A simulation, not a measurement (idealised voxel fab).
Process module under the name voxel quadruple lines
Displayed cross-section: cut, width of 200 nm, square cells sized 5 nm.
This document writes a cross-section as a grid whose cells are square, and gives it as bands, listed from the top down; one or more rows of cells form a band. What a band's entry tells you: where the top is and where the bottom is, as heights in nm, and after that what lies inside, material by material from left to right, each with its width in nm. Empty space is written as the word "air", and a single material marked with the word "full width" occupies the band from edge to edge. Where do heights start? At 0: under that level the wafer as delivered is made of one material only. And the lowest band has no floor; it just carries on downward, as in "top 0, no bottom". When a width is written as two numbers, as in "30->40", the first number is the width in the top row of cells of the band and the second is the width in its bottom row, and the width changes by the same amount from each row to the next. When a step is marked "stayed the same", none of the cells in the cross-section changed during that step. "Entrapped void list" specifies each empty space that is not open to the top and that occupies no fewer than 8 cells, using the form width x height at distance, the distance measured from the left edge and all three quantities in nm. Text after the settings on a step's line: the simulator's own remark on that step. overlay nm, on a step with a mask: how far to the right of its planned place the mask lay; to the left if negative.

Steps planned for the process
1) RECEIVE (material Si)
2) CONFORMAL_DEP (material Al2O3; thk nm 10)
3) DIRECTIONAL_DEP (material TiN; thk nm 10)
4) DIRECTIONAL_DEP (material polySi; thk nm 15)
5) DIRECTIONAL_DEP (material aC; thk nm 20)
6) PATTERN (tone cover; mask id MANDREL; material resist; width nm 30; thk nm 30; overlay nm 0)
7) DIRECTIONAL_ETCH (etch materials aC; depth nm 20)
8) STRIP (etch materials resist)
9) CONFORMAL_DEP (material SiO2; thk nm 10)
10) DIRECTIONAL_ETCH (etch materials SiO2; depth nm 10)
11) STRIP (etch materials aC)
12) DIRECTIONAL_ETCH (etch materials polySi; depth nm 15)
13) STRIP (etch materials SiO2)
14) CONFORMAL_DEP (material SiCN; thk nm 10)
15) DIRECTIONAL_ETCH (etch materials SiCN; depth nm 10)
16) STRIP (etch materials polySi)
17) DIRECTIONAL_ETCH (etch materials TiN; depth nm 10)
18) STRIP (etch materials SiCN)

Cross-section of the incoming wafer, state after step 1
> top 0, no bottom = Si full width
> Entrapped void list: none

Cross-sectional view of the first of the two wafers upon completion of the module, processed in accordance with the plan
> top 20, bottom 10 = 65 air, 10 TiN, 10 air, 10 TiN, 10 air, 10 TiN, 10 air, 10 TiN, 65 air
> top 10, bottom 0 = Al2O3 full width
> top 0, no bottom = Si full width
> Entrapped void list: none

Cross-sectional image of the second wafer of the two following completion of the module. Starting state and process plan were the same as for the first wafer; one execution error occurred
> top 55, bottom 45 = 75 air, 10 TiN, 30 aC, 10 TiN, 75 air
> top 45, bottom 35 = 65 air, 20 TiN, 30 aC, 20 TiN, 65 air
> top 35, bottom 20 = polySi full width
> top 20, bottom 10 = TiN full width
> top 10, bottom 0 = Al2O3 full width
> top 0, no bottom = Si full width
> Entrapped void list: none
The mistake made against the process plan was this: step 9 went in with a setting other than planned; the actual run was CONFORMAL_DEP (material TiN; thk nm 10)
End check, counted in cells, second wafer has more or fewer of these materials than the first: TiN: 88 more, aC: 24 more, polySi: 120 more
